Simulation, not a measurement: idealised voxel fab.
This is a process module. Its name is voxel wiring stack.
The figure presents cross-section cut, which has a width of 180 nm and is divided into square cells with an edge length of 5 nm.
We lay out every cross-section as a grid of square cells and spell it out in bands from the top down, where one band means one or more rows of cells.
In this notation a band is specified by the heights of its top and bottom, in that order and in nm, after which its materials appear from left to right, each paired with its width in nm. The word "all across" attached to a single material means that material fills the band from edge to edge; the word "empty" stands for empty space.
Zero point of the height axis is 0; under it, received wafer = one material. Lowest band: continues down indefinitely, "z 0 and below".
The expression "30..40" gives the width at the extremes of the band, the first number at its top row of cells and the second at its bottom row, with the width changing by equal amounts from each row to the next in between.
Where a step carries "nothing different", the cross-section came out of it unchanged, cell for cell.
Closed-off voids of 8+ cells (no open route to the top) go in "Trapped voids", written width x height at distance from the left edge, in nm.
On a step's line, text after the settings is the simulator commenting on that step.
overlay nm: mask right of planned place by this much (step with mask). Neg. = left.

Intended process steps
- 1: RECEIVE: material Si
- 2: CONFORMAL_DEP: material SiO2, thk nm 15
- 3: DIRECTIONAL_DEP: material TiN, thk nm 5
- 4: DIRECTIONAL_DEP: material W, thk nm 20
- 5: DIRECTIONAL_DEP: material aC, thk nm 10
- 6: PATTERN: tone cover, mask id METAL_1, material resist, width nm 30, pitch nm 60, thk nm 25, overlay nm 0
- 7: DIRECTIONAL_ETCH: etch materials aC, depth nm 10
- 8: STRIP: etch materials resist
- 9: DIRECTIONAL_ETCH: etch materials W, depth nm 20
- 10: DIRECTIONAL_ETCH: etch materials TiN, depth nm 5
- 11: STRIP: etch materials aC
- 12: FILL_DEP: material lowk, thk nm 5
- 13: CMP: height nm 40
- 14: CONFORMAL_DEP: material SiCN, thk nm 5
- 15: DIRECTIONAL_DEP: material SiO2, thk nm 20
- 16: DIRECTIONAL_DEP: material aC, thk nm 15
- 17: PATTERN: tone open, mask id PLUG_1, material resist, width nm 15, pitch nm 60, thk nm 35, overlay nm 0
- 18: DIRECTIONAL_ETCH: etch materials aC, depth nm 15
- 19: STRIP: etch materials resist
- 20: DIRECTIONAL_ETCH: etch materials SiO2, depth nm 20
- 21: DIRECTIONAL_ETCH: etch materials SiCN, depth nm 5
- 22: STRIP: etch materials aC
- 23: EPI: material Ru, thk nm 10
- 24: EPI: material Ru, thk nm 10
- 25: EPI: material Ru, thk nm 5
- 26: DIRECTIONAL_DEP: material TiN, thk nm 5
- 27: DIRECTIONAL_DEP: material Ru, thk nm 15
- 28: MASKED_ETCH: tone cover, mask id METAL_2, width nm 30, pitch nm 60, etch materials Ru, depth nm 15, overlay nm 0
- 29: MASKED_ETCH: tone cover, mask id METAL_2, width nm 30, pitch nm 60, etch materials TiN, depth nm 5, overlay nm 0
- 30: CONFORMAL_DEP: material SiCN, thk nm 5
- 31: FILL_DEP: material lowk, thk nm 5
- 32: CMP: height nm 85
- 33: CONFORMAL_DEP: material SiCN, thk nm 5

Cross-section of the wafer upon arrival, representing the state reached after step 1
z 0 and below = Si all across
Trapped voids: none

Result of the module, cross-sectioned: start per above, plan per above, one error in how it was run
z 90 to 85 = SiCN all across
z 85 to 80 = lowk=10, SiCN=20, Ru=15, SiCN=5, lowk=20, SiCN=20, Ru=15, SiCN=5, lowk=20, SiCN=20, Ru=15, SiCN=5, lowk=10
z 80 to 70 = lowk=10, SiCN=5, Ru=30, SiCN=5, lowk=20, SiCN=5, Ru=30, SiCN=5, lowk=20, SiCN=5, Ru=30, SiCN=5, lowk=10
z 70 to 65 = SiCN=15, Ru=15, TiN=15, SiCN=30, Ru=15, TiN=15, SiCN=30, Ru=15, TiN=15, SiCN=15
z 65 to 60 = SiCN=15, TiN=15, SiCN=45, TiN=15, SiCN=45, TiN=15, SiCN=30
z 60 to 40 = SiO2 all across
z 40 to 20 = lowk=15, W=30, lowk=30, W=30, lowk=30, W=30, lowk=15
z 20 to 15 = lowk=15, TiN=30, lowk=30, TiN=30, lowk=30, TiN=30, lowk=15
z 15 to 0 = SiO2 all across
z 0 and below = Si all across
Trapped voids: none
what went wrong: steps 14 and 15 run out of order (swapped)
